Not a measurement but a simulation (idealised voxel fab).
Process module under the name voxel plated lines
The figure presents cross-section cut, which has a width of 185 nm and is divided into square cells with an edge length of 5 nm.
Just so we're on the same page, the cross-sections are grids of square cells, and they're listed out in bands top to bottom, each band one or more rows deep. Band: top height; bottom height; in nm. Then, left to right: material with width in nm, for each material. "edge to edge": a single material spanning edge to edge. "air": empty space. Height reference: 0 = level under which incoming wafer is all one material. Lowest band: no bottom, runs on downward, e.g. "0..down". So if you see something like "30 to 40" for the width, read it as the top row of the band sitting at the first number and the bottom row at the second, with every row in between moving by the same amount as the last. A step reported as "remained the same" is a step in which no cell of the cross-section changed. Closed empty spaces (no open way to the top) of 8 cells or more are what "Entrapped voids" lists, each as width x height at distance from the left edge, nm for all three. after a step's settings: what the simulator itself notes on the step. You can add "overlay nm" to a step's line. For a step with a mask, it describes how far the mask lay to the right of its planned position, and a negative number describes a lay to the left.

[Set out below are the planned steps of the process]
1) RECEIVE | material Si
2) CONFORMAL_DEP | material Al2O3 | thk nm 15
3) DIRECTIONAL_DEP | material TiN | thk nm 5
4) PATTERN | tone open | mask id LINES | material resist | width nm 25 | pitch nm 55 | thk nm 30 | overlay nm 0
5) EPI | material Ru | thk nm 5
6) EPI | material Ru | thk nm 10
7) STRIP | etch materials resist
8) DIRECTIONAL_ETCH | etch materials TiN | depth nm 5
9) CONFORMAL_DEP | material SiN | thk nm 10

[First out of two wafers; run went to plan]

[As-received state of the wafer in cross-section, equivalent to post-step 1]
    0..down | Si edge to edge
    Entrapped voids: none

[State of the wafer after step 2, shown in cross-section]
    15..0 | Al2O3 edge to edge
    Note: structure below 0 unchanged.

[State of the wafer after step 3, shown in cross-section]
    20..15 | TiN edge to edge
    Note: structure below 15 unchanged.

[State of the wafer after step 4, shown in cross-section]
    50..20 | resist 50 nm | air 25 nm | resist 30 nm | air 25 nm | resist 55 nm
    Note: structure below 20 unchanged.

[State of the wafer after step 5, shown in cross-section]
    50..25 | resist 50 nm | air 25 nm | resist 30 nm | air 25 nm | resist 55 nm
    25..20 | resist 50 nm | Ru 25 nm | resist 30 nm | Ru 25 nm | resist 55 nm
    Note: structure below 20 unchanged.

[State of the wafer after step 6, shown in cross-section]
    50..35 | resist 50 nm | air 25 nm | resist 30 nm | air 25 nm | resist 55 nm
    35..20 | resist 50 nm | Ru 25 nm | resist 30 nm | Ru 25 nm | resist 55 nm
    Note: structure below 20 unchanged.

[State of the wafer after step 7, shown in cross-section]
    35..20 | air 50 nm | Ru 25 nm | air 30 nm | Ru 25 nm | air 55 nm
    Note: structure below 20 unchanged.

[State of the wafer after step 8, shown in cross-section]
    35..20 | air 50 nm | Ru 25 nm | air 30 nm | Ru 25 nm | air 55 nm
    20..15 | air 50 nm | TiN 25 nm | air 30 nm | TiN 25 nm | air 55 nm
    Note: structure below 15 unchanged.

[State of the wafer after step 9, shown in cross-section]
    45..35 | air 40 nm | SiN 45 nm | air 10 nm | SiN 45 nm | air 45 nm
    35..25 | air 40 nm | SiN 10 nm | Ru 25 nm | SiN 10 nm | air 10 nm | SiN 10 nm | Ru 25 nm | SiN 10 nm | air 45 nm
    25..20 | SiN 50 nm | Ru 25 nm | SiN 30 nm | Ru 25 nm | SiN 55 nm
    20..15 | SiN 50 nm | TiN 25 nm | SiN 30 nm | TiN 25 nm | SiN 55 nm
    Note: structure below 15 unchanged.

[The second wafer began exactly as the first did and followed the same plan, but one mistake was made while running it; through step 2 inclusive, the two wafers are identical]

[Look at the second wafer in cross-section at the time step 3 ought to have finished]
    20..15 | SiN edge to edge
    Note: structure below 15 unchanged.

[Look at the second wafer in cross-section at the time step 4 ought to have finished]
    50..20 | resist 50 nm | air 25 nm | resist 30 nm | air 25 nm | resist 55 nm
    Note: structure below 20 unchanged.

Look at the second wafer in cross-section at the time step 5 ought to have finished: remained the same

Look at the second wafer in cross-section at the time step 6 ought to have finished: remained the same

[Look at the second wafer in cross-section at the time step 7 ought to have finished]
    20..15 | SiN edge to edge
    Note: structure below 15 unchanged.

Look at the second wafer in cross-section at the time step 8 ought to have finished: remained the same

[Look at the second wafer in cross-section at the time step 9 ought to have finished]
    30..15 | SiN edge to edge
    Note: structure below 15 unchanged.
What went wrong in running the wafer? note that step 3 departed from the planned setting and was carried out as DIRECTIONAL_DEP | material SiN | thk nm 5
In the final state, the cell counts of the second wafer exceed or fall short of those of the first for the following materials: Ru -30, SiN +5, TiN -10
